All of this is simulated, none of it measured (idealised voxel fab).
Module name: voxel self aligned vias (process module)
Section cut is 235 nm wide and gridded with 5 nm square cells.
In this document a cross-section is written as a grid of square cells. It is given as a series of bands, listed from the top down, and a band is one or more rows of cells. Per band: top height and bottom height in nm, followed by the left-to-right materials and their widths in nm; "edge to edge" marks a single material spanning edge to edge, "empty" marks empty space. Convention: height 0 is the level below which the wafer, as received, is all one material. The lowest band does not terminate at the bottom but continues downward, represented as "0 nm and below". Note: "30..40" means the width goes from the first number (top row of the band) to the second number (bottom row) in equal steps per row of cells. No cell of the cross-section changed in a step that is given as "nothing was modified". Each empty space that has no open way to the top and spans at least 8 cells appears under "Sealed void list" as width x height at distance, the distance counted from the left edge, all in nm. The remark found on a step's line after its settings is issued by the simulator itself and pertains to that step. "overlay nm" denotes, for a step that has a mask, the displacement of the mask to the right of its planned place, with negative values corresponding to the left.

These are the steps we planned for the process
| 1 | RECEIVE with material Si |
| 2 | CONFORMAL_DEP with material SiO2, thk nm 15 |
| 3 | CONFORMAL_DEP with material SiCN, thk nm 5 |
| 4 | DIRECTIONAL_DEP with material SiO2, thk nm 30 |
| 5 | MASKED_ETCH with tone open, mask id LINES, width nm 30, pitch nm 65, etch materials SiO2, depth nm 30, overlay nm 0 |
| 6 | CONFORMAL_DEP with material TiN, thk nm 5 |
| 7 | FILL_DEP with material Ru, thk nm 10 |
| 8 | CMP with height nm 50 |
| 9 | SELECTIVE_ETCH with etch materials W Ru TiN, depth nm 5 |
| 10 | FILL_DEP with material SiN, thk nm 5 |
| 11 | CMP with height nm 50 |
| 12 | DIRECTIONAL_DEP with material SiO2, thk nm 20 |
| 13 | DIRECTIONAL_DEP with material aC, thk nm 10 |
| 14 | PATTERN with tone open, mask id VIAS, material resist, width nm 40, pitch nm 65, thk nm 25, overlay nm 0 |
| 15 | DIRECTIONAL_ETCH with etch materials aC, depth nm 10 |
| 16 | STRIP with etch materials resist |
| 17 | DIRECTIONAL_ETCH with etch materials SiO2, depth nm 20 |
| 18 | DIRECTIONAL_ETCH with etch materials SiN, depth nm 5 |
| 19 | STRIP with etch materials aC |
| 20 | CONFORMAL_DEP with material TiN, thk nm 5 |
| 21 | FILL_DEP with material W, thk nm 5 |
| 22 | CMP with height nm 70 |
| 23 | CONFORMAL_DEP with material SiN, thk nm 5 |

The following pertains to the first of two wafers, which was processed as planned

Received-state cross-section, reflecting completion of step 1
  0 nm and below  Si edge to edge
  Sealed void list: none

So this is the wafer cross-section right after step 2
  15 nm to 0 nm  SiO2 edge to edge
  Below 0, the layers are the same as they were.

So this is the wafer cross-section right after step 3
  20 nm to 15 nm  SiCN edge to edge
  Below 15, the layers are the same as they were.

So this is the wafer cross-section right after step 4
  50 nm to 20 nm  SiO2 edge to edge
  Below 20, the layers are the same as they were.

So this is the wafer cross-section right after step 5
  50 nm to 20 nm  SiO2 (70) | empty (30) | SiO2 (35) | empty (30) | SiO2 (70)
  Below 20, the layers are the same as they were.

So this is the wafer cross-section right after step 6
  55 nm to 50 nm  TiN (75) | empty (20) | TiN (45) | empty (20) | TiN (75)
  50 nm to 25 nm  SiO2 (70) | TiN (5) | empty (20) | TiN (5) | SiO2 (35) | TiN (5) | empty (20) | TiN (5) | SiO2 (70)
  25 nm to 20 nm  SiO2 (70) | TiN (30) | SiO2 (35) | TiN (30) | SiO2 (70)
  Below 20, the layers are the same as they were.

So this is the wafer cross-section right after step 7
  65 nm to 55 nm  Ru edge to edge
  55 nm to 50 nm  TiN (75) | Ru (20) | TiN (45) | Ru (20) | TiN (75)
  50 nm to 25 nm  SiO2 (70) | TiN (5) | Ru (20) | TiN (5) | SiO2 (35) | TiN (5) | Ru (20) | TiN (5) | SiO2 (70)
  Below 25, the layers are the same as they were.

So this is the wafer cross-section right after step 8
  50 nm to 25 nm  SiO2 (70) | TiN (5) | Ru (20) | TiN (5) | SiO2 (35) | TiN (5) | Ru (20) | TiN (5) | SiO2 (70)
  Below 25, the layers are the same as they were.

So this is the wafer cross-section right after step 9
  50 nm to 45 nm  SiO2 (70) | empty (30) | SiO2 (35) | empty (30) | SiO2 (70)
  Below 45, the layers are the same as they were.

So this is the wafer cross-section right after step 10
  55 nm to 50 nm  SiN edge to edge
  50 nm to 45 nm  SiO2 (70) | SiN (30) | SiO2 (35) | SiN (30) | SiO2 (70)
  Below 45, the layers are the same as they were.

So this is the wafer cross-section right after step 11
  50 nm to 45 nm  SiO2 (70) | SiN (30) | SiO2 (35) | SiN (30) | SiO2 (70)
  Below 45, the layers are the same as they were.

So this is the wafer cross-section right after step 12
  70 nm to 50 nm  SiO2 edge to edge
  Below 50, the layers are the same as they were.

So this is the wafer cross-section right after step 13
  80 nm to 70 nm  aC edge to edge
  Below 70, the layers are the same as they were.

So this is the wafer cross-section right after step 14
  105 nm to 80 nm  resist (65) | empty (40) | resist (25) | empty (40) | resist (65)
  Below 80, the layers are the same as they were.

So this is the wafer cross-section right after step 15
  95 nm to 80 nm  resist (65) | empty (40) | resist (25) | empty (40) | resist (65)
  80 nm to 70 nm  aC (65) | empty (40) | aC (25) | empty (40) | aC (65)
  Below 70, the layers are the same as they were.

So this is the wafer cross-section right after step 16
  80 nm to 70 nm  aC (65) | empty (40) | aC (25) | empty (40) | aC (65)
  Below 70, the layers are the same as they were.

So this is the wafer cross-section right after step 17
  80 nm to 70 nm  aC (65) | empty (40) | aC (25) | empty (40) | aC (65)
  70 nm to 50 nm  SiO2 (65) | empty (40) | SiO2 (25) | empty (40) | SiO2 (65)
  Below 50, the layers are the same as they were.

So this is the wafer cross-section right after step 18
  80 nm to 70 nm  aC (65) | empty (40) | aC (25) | empty (40) | aC (65)
  70 nm to 50 nm  SiO2 (65) | empty (40) | SiO2 (25) | empty (40) | SiO2 (65)
  50 nm to 45 nm  SiO2 (70) | empty (30) | SiO2 (35) | empty (30) | SiO2 (70)
  Below 45, the layers are the same as they were.

So this is the wafer cross-section right after step 19
  70 nm to 50 nm  SiO2 (65) | empty (40) | SiO2 (25) | empty (40) | SiO2 (65)
  Below 50, the layers are the same as they were.

So this is the wafer cross-section right after step 20
  75 nm to 70 nm  TiN (70) | empty (30) | TiN (35) | empty (30) | TiN (70)
  70 nm to 55 nm  SiO2 (65) | TiN (5) | empty (30) | TiN (5) | SiO2 (25) | TiN (5) | empty (30) | TiN (5) | SiO2 (65)
  55 nm to 50 nm  SiO2 (65) | TiN (10) | empty (20) | TiN (10) | SiO2 (25) | TiN (10) | empty (20) | TiN (10) | SiO2 (65)
  50 nm to 45 nm  SiO2 (70) | TiN (30) | SiO2 (35) | TiN (30) | SiO2 (70)
  Below 45, the layers are the same as they were.

So this is the wafer cross-section right after step 21
  80 nm to 75 nm  W edge to edge
  75 nm to 70 nm  TiN (70) | W (30) | TiN (35) | W (30) | TiN (70)
  70 nm to 55 nm  SiO2 (65) | TiN (5) | W (30) | TiN (5) | SiO2 (25) | TiN (5) | W (30) | TiN (5) | SiO2 (65)
  55 nm to 50 nm  SiO2 (65) | TiN (10) | W (20) | TiN (10) | SiO2 (25) | TiN (10) | W (20) | TiN (10) | SiO2 (65)
  Below 50, the layers are the same as they were.

So this is the wafer cross-section right after step 22
  70 nm to 55 nm  SiO2 (65) | TiN (5) | W (30) | TiN (5) | SiO2 (25) | TiN (5) | W (30) | TiN (5) | SiO2 (65)
  Below 55, the layers are the same as they were.

So this is the wafer cross-section right after step 23
  75 nm to 70 nm  SiN edge to edge
  Below 70, the layers are the same as they were.

The remaining wafer, second of the two, started like the first and was run to the same plan, except that one mistake was made along the way; the two coincide through step 4, inclusive

Cross-section of the second wafer at the time by which step 5 should have been completed according to the plan
  50 nm to 20 nm  SiO2 (75) | empty (20) | SiO2 (45) | empty (20) | SiO2 (75)
  Below 20, the layers are the same as they were.

Cross-section of the second wafer at the time by which step 6 should have been completed according to the plan
  55 nm to 50 nm  TiN (80) | empty (10) | TiN (55) | empty (10) | TiN (80)
  50 nm to 25 nm  SiO2 (75) | TiN (5) | empty (10) | TiN (5) | SiO2 (45) | TiN (5) | empty (10) | TiN (5) | SiO2 (75)
  25 nm to 20 nm  SiO2 (75) | TiN (20) | SiO2 (45) | TiN (20) | SiO2 (75)
  Below 20, the layers are the same as they were.

Cross-section of the second wafer at the time by which step 7 should have been completed according to the plan
  65 nm to 55 nm  Ru edge to edge
  55 nm to 50 nm  TiN (80) | Ru (10) | TiN (55) | Ru (10) | TiN (80)
  50 nm to 25 nm  SiO2 (75) | TiN (5) | Ru (10) | TiN (5) | SiO2 (45) | TiN (5) | Ru (10) | TiN (5) | SiO2 (75)
  Below 25, the layers are the same as they were.

Cross-section of the second wafer at the time by which step 8 should have been completed according to the plan
  50 nm to 25 nm  SiO2 (75) | TiN (5) | Ru (10) | TiN (5) | SiO2 (45) | TiN (5) | Ru (10) | TiN (5) | SiO2 (75)
  Below 25, the layers are the same as they were.

Cross-section of the second wafer at the time by which step 9 should have been completed according to the plan
  50 nm to 45 nm  SiO2 (75) | empty (20) | SiO2 (45) | empty (20) | SiO2 (75)
  Below 45, the layers are the same as they were.

Cross-section of the second wafer at the time by which step 10 should have been completed according to the plan
  55 nm to 50 nm  SiN edge to edge
  50 nm to 45 nm  SiO2 (75) | SiN (20) | SiO2 (45) | SiN (20) | SiO2 (75)
  Below 45, the layers are the same as they were.

Cross-section of the second wafer at the time by which step 11 should have been completed according to the plan
  50 nm to 45 nm  SiO2 (75) | SiN (20) | SiO2 (45) | SiN (20) | SiO2 (75)
  Below 45, the layers are the same as they were.

Cross-section of the second wafer at the time by which step 12 should have been completed according to the plan
  70 nm to 50 nm  SiO2 edge to edge
  Below 50, the layers are the same as they were.

Cross-section of the second wafer at the time by which step 13 should have been completed according to the plan
  80 nm to 70 nm  aC edge to edge
  Below 70, the layers are the same as they were.

Cross-section of the second wafer at the time by which step 14 should have been completed according to the plan
  105 nm to 80 nm  resist (65) | empty (40) | resist (25) | empty (40) | resist (65)
  Below 80, the layers are the same as they were.

Cross-section of the second wafer at the time by which step 15 should have been completed according to the plan
  95 nm to 80 nm  resist (65) | empty (40) | resist (25) | empty (40) | resist (65)
  80 nm to 70 nm  aC (65) | empty (40) | aC (25) | empty (40) | aC (65)
  Below 70, the layers are the same as they were.

Cross-section of the second wafer at the time by which step 16 should have been completed according to the plan
  80 nm to 70 nm  aC (65) | empty (40) | aC (25) | empty (40) | aC (65)
  Below 70, the layers are the same as they were.

Cross-section of the second wafer at the time by which step 17 should have been completed according to the plan
  80 nm to 70 nm  aC (65) | empty (40) | aC (25) | empty (40) | aC (65)
  70 nm to 50 nm  SiO2 (65) | empty (40) | SiO2 (25) | empty (40) | SiO2 (65)
  Below 50, the layers are the same as they were.

Cross-section of the second wafer at the time by which step 18 should have been completed according to the plan
  80 nm to 70 nm  aC (65) | empty (40) | aC (25) | empty (40) | aC (65)
  70 nm to 50 nm  SiO2 (65) | empty (40) | SiO2 (25) | empty (40) | SiO2 (65)
  50 nm to 45 nm  SiO2 (75) | empty (20) | SiO2 (45) | empty (20) | SiO2 (75)
  Below 45, the layers are the same as they were.

Cross-section of the second wafer at the time by which step 19 should have been completed according to the plan
  70 nm to 50 nm  SiO2 (65) | empty (40) | SiO2 (25) | empty (40) | SiO2 (65)
  Below 50, the layers are the same as they were.

Cross-section of the second wafer at the time by which step 20 should have been completed according to the plan
  75 nm to 70 nm  TiN (70) | empty (30) | TiN (35) | empty (30) | TiN (70)
  70 nm to 55 nm  SiO2 (65) | TiN (5) | empty (30) | TiN (5) | SiO2 (25) | TiN (5) | empty (30) | TiN (5) | SiO2 (65)
  55 nm to 50 nm  SiO2 (65) | TiN (15) | empty (10) | TiN (15) | SiO2 (25) | TiN (15) | empty (10) | TiN (15) | SiO2 (65)
  50 nm to 45 nm  SiO2 (75) | TiN (20) | SiO2 (45) | TiN (20) | SiO2 (75)
  Below 45, the layers are the same as they were.

Cross-section of the second wafer at the time by which step 21 should have been completed according to the plan
  80 nm to 75 nm  W edge to edge
  75 nm to 70 nm  TiN (70) | W (30) | TiN (35) | W (30) | TiN (70)
  70 nm to 55 nm  SiO2 (65) | TiN (5) | W (30) | TiN (5) | SiO2 (25) | TiN (5) | W (30) | TiN (5) | SiO2 (65)
  55 nm to 50 nm  SiO2 (65) | TiN (15) | W (10) | TiN (15) | SiO2 (25) | TiN (15) | W (10) | TiN (15) | SiO2 (65)
  Below 50, the layers are the same as they were.

Cross-section of the second wafer at the time by which step 22 should have been completed according to the plan
  70 nm to 55 nm  SiO2 (65) | TiN (5) | W (30) | TiN (5) | SiO2 (25) | TiN (5) | W (30) | TiN (5) | SiO2 (65)
  Below 55, the layers are the same as they were.

Cross-section of the second wafer at the time by which step 23 should have been completed according to the plan
  75 nm to 70 nm  SiN edge to edge
  Below 70, the layers are the same as they were.
Plan not followed: rather than as planned, step 5 actually ran as MASKED_ETCH with tone open, mask id LINES, width nm 20, pitch nm 65, etch materials SiO2, depth nm 30, overlay nm 0
The second wafer ends with more or fewer cells of some materials than the first, per final count: -16 Ru | +24 SiO2 | -4 TiN | -4 W
